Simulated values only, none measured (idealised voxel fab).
Process module name: voxel self aligned vias
Displayed cross-section: cut, width of 220 nm, square cells sized 5 nm.
Format of a cross-section: grid, square cells. Given as bands. Order: top down. Band: one or more rows of cells.
Band entry format. Leading values: height of top, height of bottom, nm. Remainder: materials in left-to-right order, each with its width in nm. Special words: "all across" on a single material, which then fills the band edge to edge; "empty", empty space.
Basically, 0 is our baseline, since under it the wafer straight out of the box is all one material. The bottom band has no lower end and keeps on going down, so it looks like "0 down".
Width spec "30->40" -> top row of cells at first value, bottom row at second value, equal per-row change in between.
Any step labelled "nothing changed" changed none of the cells in the cross-section.
Any empty space of 8 cells or more lacking an open way to the top shows up in "Voids, enclosed" as width x height at distance, distance from the left edge, in nm.
after a step's settings: what the simulator itself notes on the step
Each step line may optionally specify "overlay nm", which for a step with a mask gives the rightward distance between the mask's planned place and where it lay, a negative value indicating the leftward direction.
Below is the list of planned process steps:
1: RECEIVE,material Si
2: CONFORMAL_DEP,material SiO2,thk nm 10
3: CONFORMAL_DEP,material SiCN,thk nm 5
4: DIRECTIONAL_DEP,material SiO2,thk nm 25
5: PATTERN,tone open,mask id LINES,material resist,width nm 20,pitch nm 50,thk nm 15,overlay nm 0
6: DIRECTIONAL_ETCH,etch materials SiO2,depth nm 25
7: STRIP,etch materials resist
8: CONFORMAL_DEP,material TiN,thk nm 5
9: FILL_DEP,material W,thk nm 10
10: CMP,height nm 40
11: SELECTIVE_ETCH,etch materials W Ru TiN,depth nm 5
12: FILL_DEP,material SiN,thk nm 10
13: CMP,height nm 40
14: DIRECTIONAL_DEP,material SiO2,thk nm 15
15: MASKED_ETCH,tone open,mask id VIAS,width nm 20,pitch nm 100,etch materials SiO2,depth nm 15,overlay nm 0
16: MASKED_ETCH,tone open,mask id VIAS,width nm 30,pitch nm 100,etch materials SiN,depth nm 5,overlay nm 0
17: CONFORMAL_DEP,material TiN,thk nm 5
18: FILL_DEP,material Ru,thk nm 10
19: CMP,height nm 55
20: CONFORMAL_DEP,material SiN,thk nm 5
varied across the wafers: width nm of step 15. The plan shows the first wafer's value. All wafers start alike
Cross-sectional view of the first of several wafers in the as-received condition, corresponding to the state following step 1:
> 0 down = Si all across
> Voids, enclosed: none
What follows is a table in which each wafer occupies a row; for the wafer as it stands at the close of the module, the row states, material by material, how many cells have been gained (+) or lost (-) since receipt, and then gives its closed voids:
width nm 20; +12 Ru; +44 SiCN; +48 SiN; +356 SiO2; +50 TiN; +18 W; Voids, enclosed: none
width nm 25; +16 Ru; +44 SiCN; +48 SiN; +350 SiO2; +52 TiN; +18 W; Voids, enclosed: none
width nm 30; +20 Ru; +44 SiCN; +48 SiN; +344 SiO2; +54 TiN; +18 W; Voids, enclosed: none
width nm 35; +24 Ru; +44 SiCN; +48 SiN; +338 SiO2; +56 TiN; +18 W; Voids, enclosed: none
width nm 40; +28 Ru; +44 SiCN; +48 SiN; +332 SiO2; +58 TiN; +18 W; Voids, enclosed: none
width nm 45; +32 Ru; +44 SiCN; +48 SiN; +326 SiO2; +60 TiN; +18 W; Voids, enclosed: none
